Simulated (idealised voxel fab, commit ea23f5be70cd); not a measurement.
voxel air gaps: a process module
For reference, the cross-section in this document is cut, with width 255 nm and square cells of 5 nm.
Bands, listed from the top down, are how a cross-section gets written in this document; the cross-section itself is a grid of square cells, and a band is one or more rows of them. Heads up on the band format: heights come first, top then bottom, in nm. After that it's the materials left to right, each with its width in nm. A single material flagged "throughout" fills the whole band edge to edge, and "blank" means there's empty space there. Below 0: as-received wafer, all one material; heights counted from there. Lowest band: no bottom, goes on down, written "from 0 down". Graded width ("30->40"): value in top row of band = first number; value in bottom row = second number; row-to-row change constant. Given "nothing was modified" for a step, no cell of the cross-section differs between before and after that step. Voids not open to the top, 8 cells minimum: see "Fully enclosed voids". Written width x height at distance; distance is from the left edge; nm. Whatever follows a step's settings on its line is a remark the simulator itself makes about that step. "overlay nm" answers the question of how far to the right of plan the mask lay on a step that has a mask, and when it is negative the answer is to the left.

-- Planned step list for the process
- 1: RECEIVE with material Si
- 2: CONFORMAL_DEP with material SiO2, thk nm 15
- 3: CONFORMAL_DEP with material SiN, thk nm 5
- 4: DIRECTIONAL_DEP with material SiO2, thk nm 35
- 5: MASKED_ETCH with tone open, mask id LINES, width nm 15, pitch nm 45, etch materials SiO2, depth nm 35, overlay nm 0
- 6: CONFORMAL_DEP with material TiN, thk nm 5
- 7: FILL_DEP with material W, thk nm 10
- 8: CMP with height nm 55
- 9: EPI with material Ru, thk nm 10
- 10: SELECTIVE_ETCH with etch materials SiO2, depth nm 45
- 11: CONFORMAL_DEP with material SiN, thk nm 5

-- Below: the first of two wafers, run as planned

-- Cross-sectional view of the wafer in its as-received condition, corresponding to the state after step 1
> from 0 down = Si throughout
> Fully enclosed voids: none

-- After step 2, in cross-section
> from 15 to 0 = SiO2 throughout
> Rest of section, below 0: as before.

-- After step 3, in cross-section
> from 20 to 15 = SiN throughout
> Rest of section, below 15: as before.

-- After step 4, in cross-section
> from 55 to 20 = SiO2 throughout
> Rest of section, below 20: as before.

-- After step 5, in cross-section
> from 55 to 20 = SiO2 (50) | blank (15) | SiO2 (30) | blank (15) | SiO2 (30) | blank (15) | SiO2 (30) | blank (15) | SiO2 (55)
> Rest of section, below 20: as before.

-- After step 6, in cross-section
> from 60 to 55 = TiN (55) | blank (5) | TiN (40) | blank (5) | TiN (40) | blank (5) | TiN (40) | blank (5) | TiN (60)
> from 55 to 25 = SiO2 (50) | TiN (5) | blank (5) | TiN (5) | SiO2 (30) | TiN (5) | blank (5) | TiN (5) | SiO2 (30) | TiN (5) | blank (5) | TiN (5) | SiO2 (30) | TiN (5) | blank (5) | TiN (5) | SiO2 (55)
> from 25 to 20 = SiO2 (50) | TiN (15) | SiO2 (30) | TiN (15) | SiO2 (30) | TiN (15) | SiO2 (30) | TiN (15) | SiO2 (55)
> Rest of section, below 20: as before.

-- After step 7, in cross-section
> from 70 to 60 = W throughout
> from 60 to 55 = TiN (55) | W (5) | TiN (40) | W (5) | TiN (40) | W (5) | TiN (40) | W (5) | TiN (60)
> from 55 to 25 = SiO2 (50) | TiN (5) | W (5) | TiN (5) | SiO2 (30) | TiN (5) | W (5) | TiN (5) | SiO2 (30) | TiN (5) | W (5) | TiN (5) | SiO2 (30) | TiN (5) | W (5) | TiN (5) | SiO2 (55)
> Rest of section, below 25: as before.

-- After step 8, in cross-section
> from 55 to 25 = SiO2 (50) | TiN (5) | W (5) | TiN (5) | SiO2 (30) | TiN (5) | W (5) | TiN (5) | SiO2 (30) | TiN (5) | W (5) | TiN (5) | SiO2 (30) | TiN (5) | W (5) | TiN (5) | SiO2 (55)
> Rest of section, below 25: as before.

-- After step 9, in cross-section
> from 65 to 55 = blank (40) | Ru (35) | blank (10) | Ru (35) | blank (10) | Ru (35) | blank (10) | Ru (35) | blank (45)
> Rest of section, below 55: as before.

-- After step 10, in cross-section
> from 65 to 55 = blank (40) | Ru (35) | blank (10) | Ru (35) | blank (10) | Ru (35) | blank (10) | Ru (35) | blank (45)
> from 55 to 25 = blank (50) | TiN (5) | W (5) | TiN (5) | blank (30) | TiN (5) | W (5) | TiN (5) | blank (30) | TiN (5) | W (5) | TiN (5) | blank (30) | TiN (5) | W (5) | TiN (5) | blank (55)
> from 25 to 20 = blank (50) | TiN (15) | blank (30) | TiN (15) | blank (30) | TiN (15) | blank (30) | TiN (15) | blank (55)
> Rest of section, below 20: as before.

-- After step 11, in cross-section
> from 70 to 65 = blank (35) | SiN (180) | blank (40)
> from 65 to 55 = blank (35) | SiN (5) | Ru (35) | SiN (10) | Ru (35) | SiN (10) | Ru (35) | SiN (10) | Ru (35) | SiN (5) | blank (40)
> from 55 to 50 = blank (35) | SiN (15) | TiN (5) | W (5) | TiN (5) | SiN (30) | TiN (5) | W (5) | TiN (5) | SiN (30) | TiN (5) | W (5) | TiN (5) | SiN (30) | TiN (5) | W (5) | TiN (5) | SiN (15) | blank (40)
> from 50 to 25 = blank (45) | SiN (5) | TiN (5) | W (5) | TiN (5) | SiN (5) | blank (20) | SiN (5) | TiN (5) | W (5) | TiN (5) | SiN (5) | blank (20) | SiN (5) | TiN (5) | W (5) | TiN (5) | SiN (5) | blank (20) | SiN (5) | TiN (5) | W (5) | TiN (5) | SiN (5) | blank (50)
> from 25 to 20 = SiN (50) | TiN (15) | SiN (30) | TiN (15) | SiN (30) | TiN (15) | SiN (30) | TiN (15) | SiN (55)
> Rest of section, below 20: as before.
> Fully enclosed voids: 20 x 25 at 70; 20 x 25 at 115; 20 x 25 at 160

-- The second wafer: identical to the first at the outset and in its planned sequence, differing only in that one mistake was made during processing; up to and including step 2, its path is the first wafer's path

-- The second wafer in cross-section, at the planned close of step 3
> from 50 to 0 = SiO2 throughout
> Rest of section, below 0: as before.

-- The second wafer in cross-section, at the planned close of step 4
> from 55 to 50 = SiN throughout
> Rest of section, below 50: as before.

The second wafer in cross-section, at the planned close of step 5: nothing was modified

-- The second wafer in cross-section, at the planned close of step 6
> from 60 to 55 = TiN throughout
> Rest of section, below 55: as before.

-- The second wafer in cross-section, at the planned close of step 7
> from 70 to 60 = W throughout
> Rest of section, below 60: as before.

-- The second wafer in cross-section, at the planned close of step 8
> from 55 to 50 = SiN throughout
> Rest of section, below 50: as before.

The second wafer in cross-section, at the planned close of step 9: nothing was modified

The second wafer in cross-section, at the planned close of step 10: nothing was modified

-- The second wafer in cross-section, at the planned close of step 11
> from 60 to 50 = SiN throughout
> Rest of section, below 50: as before.
Here's what went sideways: plan vs actual: 3 and 4 interchanged
Materials where the second wafer ends with more or fewer cells than the first: Ru: 56 fewer; SiN: 104 fewer; SiO2: 357 more; TiN: 60 fewer; W: 24 fewer
closed voids at the end (first wafer, second wafer): 3, 0
